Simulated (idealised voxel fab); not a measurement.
Process module heading - voxel spacer lines
For reference, the cross-section in this document is cut, with width 245 nm and square cells of 5 nm.
For the purposes of this document, a cross-section shall be understood as a grid of square cells, specified as bands listed in top-to-bottom order, each band consisting of one or more rows of cells. Each band's line starts with the height of the band's top and of its bottom, in nm. Then come its materials from left to right, each with its width in nm. One material with "all across" fills the band from edge to edge. "air" is empty space. Zero point of the height axis is 0; under it, received wafer = one material. Lowest band: continues down indefinitely, "z 0 and below". A two-number width, for instance "30->40", indicates that the width is equal to the first number in the top row of the band and to the second number in the bottom row, and that it changes by a constant amount per row of cells. Key: "nothing got changed" - step with no changed cell in the cross-section. Each empty space that has no open way to the top and spans at least 8 cells appears under "Sealed cavities" as width x height at distance, the distance counted from the left edge, all in nm. Past the settings on a step's line: simulator remark, on that step. overlay nm: on a step with a mask, how far right of its planned place the mask lay; negative means left.

Here's what the planned process steps look like
1,RECEIVE, material Si
2,CONFORMAL_DEP, material Al2O3, thk nm 10
3,DIRECTIONAL_DEP, material TiN, thk nm 10
4,DIRECTIONAL_DEP, material aC, thk nm 20
5,PATTERN, tone cover, mask id MANDREL, material resist, width nm 20, pitch nm 70, thk nm 30, overlay nm 0
6,DIRECTIONAL_ETCH, etch materials aC, depth nm 20
7,STRIP, etch materials resist
8,CONFORMAL_DEP, material SiO2, thk nm 15
9,DIRECTIONAL_ETCH, etch materials SiO2, depth nm 15
10,STRIP, etch materials aC
11,DIRECTIONAL_ETCH, etch materials TiN, depth nm 10
12,STRIP, etch materials SiO2

First wafer, as planned

Step 1 complete: cross-section of the wafer as received
> z 0 and below  Si all across
> Sealed cavities: none

After step 2: wafer cross-section
> z 10 to 0  Al2O3 all across
> Below 0, no change.

After step 3: wafer cross-section
> z 20 to 10  TiN all across
> Below 10, no change.

After step 4: wafer cross-section
> z 40 to 20  aC all across
> Below 20, no change.

After step 5: wafer cross-section
> z 70 to 40  air: 40 | resist: 20 | air: 50 | resist: 20 | air: 50 | resist: 20 | air: 45
> Below 40, no change.

After step 6: wafer cross-section
> z 50 to 40  air: 40 | resist: 20 | air: 50 | resist: 20 | air: 50 | resist: 20 | air: 45
> z 40 to 20  air: 40 | aC: 20 | air: 50 | aC: 20 | air: 50 | aC: 20 | air: 45
> Below 20, no change.

After step 7: wafer cross-section
> z 40 to 20  air: 40 | aC: 20 | air: 50 | aC: 20 | air: 50 | aC: 20 | air: 45
> Below 20, no change.

After step 8: wafer cross-section
> z 55 to 40  air: 25 | SiO2: 50 | air: 20 | SiO2: 50 | air: 20 | SiO2: 50 | air: 30
> z 40 to 35  air: 25 | SiO2: 15 | aC: 20 | SiO2: 15 | air: 20 | SiO2: 15 | aC: 20 | SiO2: 15 | air: 20 | SiO2: 15 | aC: 20 | SiO2: 15 | air: 30
> z 35 to 20  SiO2: 40 | aC: 20 | SiO2: 50 | aC: 20 | SiO2: 50 | aC: 20 | SiO2: 45
> Below 20, no change.

After step 9: wafer cross-section
> z 40 to 20  air: 25 | SiO2: 15 | aC: 20 | SiO2: 15 | air: 20 | SiO2: 15 | aC: 20 | SiO2: 15 | air: 20 | SiO2: 15 | aC: 20 | SiO2: 15 | air: 30
> Below 20, no change.

After step 10: wafer cross-section
> z 40 to 20  air: 25 | SiO2: 15 | air: 20 | SiO2: 15 | air: 20 | SiO2: 15 | air: 20 | SiO2: 15 | air: 20 | SiO2: 15 | air: 20 | SiO2: 15 | air: 30
> Below 20, no change.

After step 11: wafer cross-section
> z 40 to 20  air: 25 | SiO2: 15 | air: 20 | SiO2: 15 | air: 20 | SiO2: 15 | air: 20 | SiO2: 15 | air: 20 | SiO2: 15 | air: 20 | SiO2: 15 | air: 30
> z 20 to 10  air: 25 | TiN: 15 | air: 20 | TiN: 15 | air: 20 | TiN: 15 | air: 20 | TiN: 15 | air: 20 | TiN: 15 | air: 20 | TiN: 15 | air: 30
> Below 10, no change.

After step 12: wafer cross-section
> z 20 to 10  air: 25 | TiN: 15 | air: 20 | TiN: 15 | air: 20 | TiN: 15 | air: 20 | TiN: 15 | air: 20 | TiN: 15 | air: 20 | TiN: 15 | air: 30
> Below 10, no change.

Wafer two of two - same starting point, same process plan, one mistake in execution; matches wafer one up to and including step 4

Cross-section, second wafer, at the end time the plan gives for step 5
> z 70 to 40  resist: 40 | air: 20 | resist: 50 | air: 20 | resist: 50 | air: 20 | resist: 45
> Below 40, no change.

Cross-section, second wafer, at the end time the plan gives for step 6
> z 50 to 40  resist: 40 | air: 20 | resist: 50 | air: 20 | resist: 50 | air: 20 | resist: 45
> z 40 to 20  aC: 40 | air: 20 | aC: 50 | air: 20 | aC: 50 | air: 20 | aC: 45
> Below 20, no change.

Cross-section, second wafer, at the end time the plan gives for step 7
> z 40 to 20  aC: 40 | air: 20 | aC: 50 | air: 20 | aC: 50 | air: 20 | aC: 45
> Below 20, no change.

Cross-section, second wafer, at the end time the plan gives for step 8
> z 55 to 40  SiO2 all across
> z 40 to 20  aC: 40 | SiO2: 20 | aC: 50 | SiO2: 20 | aC: 50 | SiO2: 20 | aC: 45
> Below 20, no change.

Cross-section, second wafer, at the end time the plan gives for step 9
> z 40 to 20  aC: 40 | SiO2: 20 | aC: 50 | SiO2: 20 | aC: 50 | SiO2: 20 | aC: 45
> Below 20, no change.

Cross-section, second wafer, at the end time the plan gives for step 10
> z 40 to 20  air: 40 | SiO2: 20 | air: 50 | SiO2: 20 | air: 50 | SiO2: 20 | air: 45
> Below 20, no change.

Cross-section, second wafer, at the end time the plan gives for step 11
> z 40 to 20  air: 40 | SiO2: 20 | air: 50 | SiO2: 20 | air: 50 | SiO2: 20 | air: 45
> z 20 to 10  air: 40 | TiN: 20 | air: 50 | TiN: 20 | air: 50 | TiN: 20 | air: 45
> Below 10, no change.

Cross-section, second wafer, at the end time the plan gives for step 12
> z 20 to 10  air: 40 | TiN: 20 | air: 50 | TiN: 20 | air: 50 | TiN: 20 | air: 45
> Below 10, no change.
Short version of what went wrong: off-plan run, step 5, actual operation and settings PATTERN, tone open, mask id MANDREL, material resist, width nm 20, pitch nm 70, thk nm 30, overlay nm 0
Heads up, by the end the second wafer has more or fewer cells of some materials compared to the first: TiN: 12 fewer
